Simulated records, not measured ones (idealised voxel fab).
The name of this process module is voxel trench capacitor.
Square cell edge 5 nm, section width 265 nm, ID cut.
If you're reading a cross-section in this doc, picture square cells in a grid; it comes to you as bands, top ones listed first down to the bottom, and a band can be one or more rows of cells.
The band entry comprises the height of the band's top followed by the height of its bottom, expressed in nm, and subsequently the band's materials from left to right, each stated together with its width in nm. Where a single material is marked with the word "all across", that material fills the band from edge to edge. The word "air" represents empty space.
Ref level 0: as-received wafer is one material below here. Bottom band extends down with no lower bound ("0..down").
Quick explanation for "30 to 40": the width changes in equal steps down the rows of cells, from the first number in the band's top row to the second number in its bottom row.
What does "nothing changed" mean for a step? It means no cell of the cross-section changed in that step.
Entry "Voids, fully enclosed". Content: empty spaces with no open connection to the top, size 8 cells or greater. Each: width x height at distance. Distance: from left edge. Unit: nm.
Where a step's line continues beyond its settings, the continuation is a remark by the simulator itself on that step.
overlay nm, on a step with a mask: how far to the right of its planned place the mask lay; to the left if negative

LISTED BELOW ARE THE PROCESS STEPS AS PLANNED
step 1: RECEIVE,material Si
step 2: CONFORMAL_DEP,material SiN,thk nm 5
step 3: MASKED_ETCH,tone open,mask id TRENCH,width nm 25,pitch nm 45,etch materials SiN,depth nm 5,overlay nm 0
step 4: MASKED_ETCH,tone open,mask id TRENCH,width nm 25,pitch nm 45,etch materials Si,depth nm 20,overlay nm 0
step 5: CONFORMAL_DEP,material HfO2,thk nm 5
step 6: CONFORMAL_DEP,material TiN,thk nm 5
step 7: FILL_DEP,material W,thk nm 5
step 8: CMP,height nm 5
Wafer-to-wafer difference: depth nm, step 4. Common start. Plan = first wafer's value.

INCOMING STATE OF THE FIRST OF SEVERAL WAFERS IN CROSS-SECTION: AFTER STEP 1
	0..down = Si all across
	Voids, fully enclosed: none

WAFER ROWS, END OF MODULE: CELLS PER MATERIAL GAINED (+) OR LOST (-) SINCE RECEIPT; CLOSED VOIDS LAST
depth nm 20, +39 HfO2, -60 Si, +38 SiN, +27 TiN, +9 W, Voids, fully enclosed: none
depth nm 25, +45 HfO2, -75 Si, +38 SiN, +33 TiN, +12 W, Voids, fully enclosed: none
depth nm 30, +51 HfO2, -90 Si, +38 SiN, +39 TiN, +15 W, Voids, fully enclosed: none
depth nm 35, +57 HfO2, -105 Si, +38 SiN, +45 TiN, +18 W, Voids, fully enclosed: none
depth nm 40, +63 HfO2, -120 Si, +38 SiN, +51 TiN, +21 W, Voids, fully enclosed: none
depth nm 45, +69 HfO2, -135 Si, +38 SiN, +57 TiN, +24 W, Voids, fully enclosed: none
